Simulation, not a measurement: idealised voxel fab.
Title: Process Module voxel double patterning
Cross-sectional view cut (width: 190 nm; square cell size: 5 nm).
Each cross-section below is a grid of square cells, stated as bands in top-down order, with one or more rows of cells making up each band. The entry gives the band's vertical extent as a top height and a bottom height in nm, then its horizontal make-up as materials from left to right, each with a width in nm. "blank" stands for empty space; a single material marked "everywhere" fills the band edge to edge. Below 0: as-received wafer, all one material; heights counted from there. Lowest band: no bottom, goes on down, written "0 and below". The width entry "30..40" should be interpreted row by row: the top row of cells in the band takes the first number, the bottom row takes the second number, and the change between adjacent rows is uniform throughout. "no modifications" -> step changed no cross-section cell. You'll see "Voids lacking openings" listing empty spaces that have no way open to the top, as long as they're 8 cells or more; the notation is width x height at distance, where the distance is from the left edge, and all of it is in nm. The remark found on a step's line after its settings is issued by the simulator itself and pertains to that step. Steps that use a mask can have "overlay nm" on their line. It says how far the mask sat to the right of where it was meant to be. Negative means to the left.

-- The process steps that were planned are listed below
1,RECEIVE, material Si
2,CONFORMAL_DEP, material SiO2, thk nm 5
3,DIRECTIONAL_DEP, material TiN, thk nm 10
4,DIRECTIONAL_DEP, material SiN, thk nm 5
5,PATTERN, tone open, mask id FIRST, material resist, width nm 15, pitch nm 50, thk nm 20, overlay nm 0
6,DIRECTIONAL_ETCH, etch materials SiN, depth nm 5
7,STRIP, etch materials resist
8,DIRECTIONAL_DEP, material aC, thk nm 10
9,PATTERN, tone open, mask id SECOND, material resist, width nm 15, thk nm 25, overlay nm -15
10,DIRECTIONAL_ETCH, etch materials aC, depth nm 10
11,STRIP, etch materials resist
12,DIRECTIONAL_ETCH, etch materials SiN, depth nm 5
13,STRIP, etch materials aC
14,DIRECTIONAL_ETCH, etch materials TiN, depth nm 10
15,STRIP, etch materials SiN
Where the wafers of this document differ is in the overlay nm of step 9; they start out the same, and the plan states the value that applied to the first wafer.

-- Cut through the first of several wafers as received, post step 1
- 0 and below | Si everywhere
- Voids lacking openings: none

-- Rows = wafers. At module end, each row lists per material the cells gained (+) or lost (-) since the wafer was received, then the closed voids
overlay nm -15 | +38 SiO2 | +60 TiN | Voids lacking openings: none
overlay nm -10 | +38 SiO2 | +58 TiN | Voids lacking openings: none
overlay nm -5 | +38 SiO2 | +58 TiN | Voids lacking openings: none
overlay nm 0 | +38 SiO2 | +58 TiN | Voids lacking openings: none
overlay nm 5 | +38 SiO2 | +58 TiN | Voids lacking openings: none
overlay nm 10 | +38 SiO2 | +58 TiN | Voids lacking openings: none
overlay nm 15 | +38 SiO2 | +60 TiN | Voids lacking openings: none
